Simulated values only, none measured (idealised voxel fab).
process module | voxel self aligned contacts
cross-section cut | 235 nm wide | cells 5 nm
A cross-section is a grid of square cells, given in bands from the top down. A band is one or more rows of cells.
Each band's line starts with the height of the band's top and of its bottom, in nm. Then come its materials from left to right, each with its width in nm. One material with "throughout" fills the band from edge to edge. "air" is empty space.
Height 0 is the level under which the wafer as received is all one material. The lowest band goes on downwards, as in "0 down".
A width such as "30 to 40" changes by the same amount from each row of cells to the next, from the band's top row to its bottom row.
"no change" after a step means that no cell of the cross-section changed.
closed voids: empty space of 8 cells or more with no open way to the top, each as width x height at its distance from the left edge, in nm
after a step's settings: what the simulator itself notes on the step
overlay nm, on a step with a mask: how far to the right of its planned place the mask lay; to the left if negative
plan
1 op RECEIVE | material Si
2 op CONFORMAL_DEP | material SiO2 | thk nm 5
3 op DIRECTIONAL_DEP | material polySi | thk nm 30
4 op DIRECTIONAL_DEP | material SiN | thk nm 15
5 op PATTERN | tone cover | mask id GATE | material resist | width nm 25 | pitch nm 50 | thk nm 20 | overlay nm 0
6 op DIRECTIONAL_ETCH | etch materials SiN | depth nm 15
7 op DIRECTIONAL_ETCH | etch materials polySi | depth nm 30
8 op STRIP | etch materials resist
9 op CONFORMAL_DEP | material SiN | thk nm 5
10 op DIRECTIONAL_ETCH | etch materials SiN | depth nm 5
11 op FILL_DEP | material SiO2 | thk nm 15
12 op CMP | height nm 60
13 op PATTERN | tone open | mask id CONTACT | material resist | width nm 35 | pitch nm 50 | thk nm 15 | overlay nm 0
14 op DIRECTIONAL_ETCH | etch materials SiO2 | depth nm 60
15 op STRIP | etch materials resist
16 op CONFORMAL_DEP | material TiN | thk nm 5
17 op FILL_DEP | material Ru | thk nm 10
18 op CMP | height nm 60
19 op CONFORMAL_DEP | material SiCN | thk nm 5
as received, after step 1
  0 down: Si throughout
  closed voids: none
a wafer at the end: this start, this plan, one mistake
  65 to 60: SiCN throughout
  60 to 50: SiO2 75 | TiN 5 | Ru 25 | TiN 5 | SiO2 15 | TiN 5 | Ru 25 | TiN 5 | SiO2 75
  50 to 45: SiO2 75 | TiN 10 | Ru 15 | TiN 10 | SiO2 15 | TiN 10 | Ru 15 | TiN 10 | SiO2 75
  45 to 35: SiO2 55 | SiN 25 | TiN 5 | Ru 15 | TiN 5 | SiN 25 | TiN 5 | Ru 15 | TiN 5 | SiN 25 | SiO2 55
  35 to 5: SiO2 55 | polySi 25 | TiN 5 | Ru 15 | TiN 5 | polySi 25 | TiN 5 | Ru 15 | TiN 5 | polySi 25 | SiO2 55
  5 to 0: SiO2 80 | TiN 25 | SiO2 25 | TiN 25 | SiO2 80
  0 down: Si throughout
  closed voids: none
what went wrong: step 9 was left out
